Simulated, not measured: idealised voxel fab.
process module | voxel wiring stack
cross-section cut | 240 nm wide | cells 5 nm
A cross-section is a grid of square cells, given in bands from the top down. A band is one or more rows of cells.
Each band's line starts with the height of the band's top and of its bottom, in nm. Then come its materials from left to right, each with its width in nm. One material with "throughout" fills the band from edge to edge. "air" is empty space.
Height 0 is the level under which the wafer as received is all one material. The lowest band goes on downwards, as in "0 down".
A width such as "30 to 40" changes by the same amount from each row of cells to the next, from the band's top row to its bottom row.
"no change" after a step means that no cell of the cross-section changed.
closed voids: empty space of 8 cells or more with no open way to the top, each as width x height at its distance from the left edge, in nm
after a step's settings: what the simulator itself notes on the step
overlay nm, on a step with a mask: how far to the right of its planned place the mask lay; to the left if negative
plan
1 op RECEIVE | material Si
2 op CONFORMAL_DEP | material SiO2 | thk nm 15
3 op DIRECTIONAL_DEP | material TiN | thk nm 5
4 op DIRECTIONAL_DEP | material W | thk nm 20
5 op PATTERN | tone cover | mask id METAL_1 | material resist | width nm 25 | pitch nm 45 | thk nm 15 | overlay nm 0
6 op DIRECTIONAL_ETCH | etch materials W | depth nm 20
7 op DIRECTIONAL_ETCH | etch materials TiN | depth nm 5
8 op STRIP | etch materials resist
9 op FILL_DEP | material SiO2 | thk nm 10
10 op CMP | height nm 40
11 op CONFORMAL_DEP | material SiCN | thk nm 5
12 op DIRECTIONAL_DEP | material SiO2 | thk nm 25
13 op MASKED_ETCH | tone open | mask id METAL_2_HOLES | width nm 15 | pitch nm 90 | etch materials SiO2 | depth nm 25 | overlay nm 0
14 op PATTERN | tone open | mask id METAL_2 | material resist | width nm 25 | pitch nm 45 | thk nm 15 | overlay nm 0
15 op DIRECTIONAL_ETCH | etch materials SiO2 | depth nm 15
16 op DIRECTIONAL_ETCH | etch materials SiCN | depth nm 5
17 op STRIP | etch materials resist
18 op CONFORMAL_DEP | material TiN | thk nm 5
19 op FILL_DEP | material Cu | thk nm 10
20 op CMP | height nm 70
21 op CONFORMAL_DEP | material SiCN | thk nm 5
22 op DIRECTIONAL_DEP | material SiO2 | thk nm 35
23 op DIRECTIONAL_DEP | material aC | thk nm 15
24 op PATTERN | tone open | mask id METAL_3 | material resist | width nm 25 | pitch nm 45 | thk nm 35 | overlay nm 0
25 op DIRECTIONAL_ETCH | etch materials aC | depth nm 15
26 op STRIP | etch materials resist
27 op DIRECTIONAL_ETCH | etch materials SiO2 | depth nm 20
28 op STRIP | etch materials aC
29 op PATTERN | tone open | mask id METAL_3_HOLES | material resist | width nm 15 | pitch nm 90 | thk nm 20 | overlay nm 0
30 op DIRECTIONAL_ETCH | etch materials SiO2 | depth nm 15
31 op DIRECTIONAL_ETCH | etch materials SiCN | depth nm 5
32 op STRIP | etch materials resist
33 op CONFORMAL_DEP | material TiN | thk nm 5
34 op FILL_DEP | material Ru | thk nm 10
35 op CMP | height nm 110
36 op CONFORMAL_DEP | material SiCN | thk nm 5
37 op DIRECTIONAL_DEP | material SiO2 | thk nm 25
38 op DIRECTIONAL_DEP | material aC | thk nm 15
39 op PATTERN | tone open | mask id METAL_4 | material resist | width nm 25 | pitch nm 45 | thk nm 30 | overlay nm 0
40 op DIRECTIONAL_ETCH | etch materials aC | depth nm 15
41 op STRIP | etch materials resist
42 op DIRECTIONAL_ETCH | etch materials SiO2 | depth nm 15
43 op STRIP | etch materials aC
44 op PATTERN | tone open | mask id METAL_4_HOLES | material resist | width nm 15 | pitch nm 90 | thk nm 20 | overlay nm 0
45 op DIRECTIONAL_ETCH | etch materials SiO2 | depth nm 10
46 op DIRECTIONAL_ETCH | etch materials SiCN | depth nm 5
47 op STRIP | etch materials resist
48 op CONFORMAL_DEP | material TiN | thk nm 5
49 op FILL_DEP | material Cu | thk nm 10
50 op CMP | height nm 140
51 op CONFORMAL_DEP | material SiN | thk nm 5
as received, after step 1
  0 down: Si throughout
  closed voids: none
first wafer at the end, as planned
  145 to 140: SiN throughout
  140 to 130: SiO2 60 | TiN 5 | Cu 15 | TiN 5 | SiO2 20 | TiN 5 | Cu 15 | TiN 5 | SiO2 20 | TiN 5 | Cu 15 | TiN 5 | SiO2 65
  130 to 125: SiO2 60 | TiN 5 | Cu 5 | TiN 15 | SiO2 20 | TiN 25 | SiO2 20 | TiN 5 | Cu 5 | TiN 15 | SiO2 65
  125 to 115: SiO2 60 | TiN 5 | Cu 5 | TiN 5 | SiO2 75 | TiN 5 | Cu 5 | TiN 5 | SiO2 75
  115 to 110: SiCN 60 | TiN 15 | SiCN 75 | TiN 15 | SiCN 75
  110 to 95: SiO2 60 | TiN 5 | Ru 15 | TiN 5 | SiO2 20 | TiN 5 | Ru 15 | TiN 5 | SiO2 20 | TiN 5 | Ru 15 | TiN 5 | SiO2 65
  95 to 90: SiO2 60 | TiN 5 | Ru 5 | TiN 15 | SiO2 20 | TiN 25 | SiO2 20 | TiN 5 | Ru 5 | TiN 15 | SiO2 65
  90 to 75: SiO2 60 | TiN 5 | Ru 5 | TiN 5 | SiO2 75 | TiN 5 | Ru 5 | TiN 5 | SiO2 75
  75 to 70: SiCN 60 | TiN 15 | SiCN 75 | TiN 15 | SiCN 75
  70 to 60: SiO2 60 | TiN 5 | Cu 15 | TiN 5 | SiO2 20 | TiN 5 | Cu 15 | TiN 5 | SiO2 20 | TiN 5 | Cu 15 | TiN 5 | SiO2 65
  60 to 55: SiO2 60 | TiN 5 | Cu 5 | TiN 15 | SiO2 20 | TiN 25 | SiO2 20 | TiN 5 | Cu 5 | TiN 15 | SiO2 65
  55 to 45: SiO2 60 | TiN 5 | Cu 5 | TiN 5 | SiO2 75 | TiN 5 | Cu 5 | TiN 5 | SiO2 75
  45 to 40: SiCN 60 | TiN 15 | SiCN 75 | TiN 15 | SiCN 75
  40 to 20: SiO2 60 | W 25 | SiO2 20 | W 25 | SiO2 20 | W 25 | SiO2 65
  20 to 15: SiO2 60 | TiN 25 | SiO2 20 | TiN 25 | SiO2 20 | TiN 25 | SiO2 65
  15 to 0: SiO2 throughout
  0 down: Si throughout
  closed voids: none
second wafer at the end: like start, like plan, one mistake
  145 to 140: SiN throughout
  140 to 130: SiO2 60 | TiN 5 | Cu 15 | TiN 5 | SiO2 20 | TiN 5 | Cu 15 | TiN 5 | SiO2 20 | TiN 5 | Cu 15 | TiN 5 | SiO2 65
  130 to 125: SiO2 60 | TiN 5 | Cu 5 | TiN 15 | SiO2 20 | TiN 25 | SiO2 20 | TiN 5 | Cu 5 | TiN 15 | SiO2 65
  125 to 115: SiO2 60 | TiN 5 | Cu 5 | TiN 5 | SiO2 75 | TiN 5 | Cu 5 | TiN 5 | SiO2 75
  115 to 110: SiCN 60 | TiN 15 | SiCN 75 | TiN 15 | SiCN 75
  110 to 95: SiO2 60 | TiN 5 | Ru 15 | TiN 5 | SiO2 20 | TiN 5 | Ru 15 | TiN 5 | SiO2 20 | TiN 5 | Ru 15 | TiN 5 | SiO2 65
  95 to 90: SiO2 60 | TiN 5 | Ru 5 | TiN 15 | SiO2 20 | TiN 25 | SiO2 20 | TiN 5 | Ru 5 | TiN 15 | SiO2 65
  90 to 75: SiO2 60 | TiN 5 | Ru 5 | TiN 5 | SiO2 75 | TiN 5 | Ru 5 | TiN 5 | SiO2 75
  75 to 70: SiCN 60 | TiN 15 | SiCN 75 | TiN 15 | SiCN 75
  70 to 60: SiO2 60 | TiN 5 | Cu 15 | TiN 5 | SiO2 20 | TiN 5 | Cu 15 | TiN 5 | SiO2 20 | TiN 5 | Cu 15 | TiN 5 | SiO2 65
  60 to 55: SiO2 60 | TiN 5 | Cu 5 | TiN 15 | SiO2 20 | TiN 25 | SiO2 20 | TiN 5 | Cu 5 | TiN 15 | SiO2 65
  55 to 45: SiO2 60 | TiN 5 | Cu 5 | TiN 5 | SiO2 75 | TiN 5 | Cu 5 | TiN 5 | SiO2 75
  45 to 40: SiCN 60 | TiN 15 | SiCN 75 | TiN 15 | SiCN 75
  40 to 20: SiO2 60 | W 30 | SiO2 15 | W 30 | SiO2 15 | W 30 | SiO2 60
  20 to 15: SiO2 60 | TiN 30 | SiO2 15 | TiN 30 | SiO2 15 | TiN 30 | SiO2 60
  15 to 0: SiO2 throughout
  0 down: Si throughout
  closed voids: none
what went wrong: step 5 ran as: op PATTERN | tone cover | mask id METAL_1 | material resist | width nm 30 | pitch nm 45 | thk nm 15 | overlay nm 0
at the end the second wafer has, in cells: 15 fewer of SiO2 | 3 more of TiN | 12 more of W
